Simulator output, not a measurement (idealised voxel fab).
The process module that follows is named voxel ribs on slabs.
This is section cut - it's 140 nm across, gridded in 5 nm square cells.
For the purposes of this document, a cross-section shall be understood as a grid of square cells, specified as bands listed in top-to-bottom order, each band consisting of one or more rows of cells.
Within each band entry, the heights of the top and of the bottom of the band appear first, in that order and in nm; the materials of the band then follow from left to right, each with its corresponding width in nm. The designation "edge to edge" on a single material indicates that it fills the band from edge to edge; the designation "empty" indicates empty space.
Convention: height 0 is the level below which the wafer, as received, is all one material. The lowest band does not terminate at the bottom but continues downward, represented as "0 down".
When a width is written as two numbers, as in "30 to 40", the first number is the width in the top row of cells of the band and the second is the width in its bottom row, and the width changes by the same amount from each row to the next.
What does "nothing different" mean for a step? It means no cell of the cross-section changed in that step.
Enclosed voids (no open way to top), threshold 8 cells or more, entry "Closed empty spaces", notation width x height at distance, distance from left edge, nm.
Whatever follows a step's settings on its line is a remark the simulator itself makes about that step.
overlay nm: where the mask lay relative to plan, measured to the right, on steps with a mask; negatives go left.
The following list gives the planned process steps
1: RECEIVE: material Si
2: DIRECTIONAL_DEP: material SiO2, thk nm 20
3: DIRECTIONAL_DEP: material polySi, thk nm 15
4: MASKED_ETCH: tone cover, mask id RIB, width nm 15, etch materials polySi, depth nm 10, overlay nm 0
5: MASKED_ETCH: tone cover, mask id SLAB, width nm 45, etch materials polySi, depth nm 5, overlay nm 0
6: FILL_DEP: material SiO2, thk nm 20
7: CMP: height nm 50
8: DIRECTIONAL_DEP: material W, thk nm 5
9: DIRECTIONAL_DEP: material aC, thk nm 10
10: PATTERN: tone cover, mask id HEATER, material resist, width nm 25, thk nm 30, overlay nm 0
11: DIRECTIONAL_ETCH: etch materials aC, depth nm 10
12: STRIP: etch materials resist
13: DIRECTIONAL_ETCH: etch materials W, depth nm 5
14: STRIP: etch materials aC
15: CONFORMAL_DEP: material SiN, thk nm 5
The wafers are alike at the start. At step 8, their thk nm differs. The plan lists the first wafer's value.
The first of several wafers in cross-section, exactly as it reached us after step 1
- 0 down = Si edge to edge
- Closed empty spaces: none
End of module, by wafer: material-by-material cell gain (+) or loss (-) since receipt, then closed voids
thk nm 5, +30 SiN, +265 SiO2, +5 W, +15 polySi, Closed empty spaces: none
thk nm 10, +30 SiN, +265 SiO2, +33 W, +15 polySi, Closed empty spaces: none
thk nm 15, +30 SiN, +265 SiO2, +61 W, +15 polySi, Closed empty spaces: none
thk nm 20, +30 SiN, +265 SiO2, +89 W, +15 polySi, Closed empty spaces: none
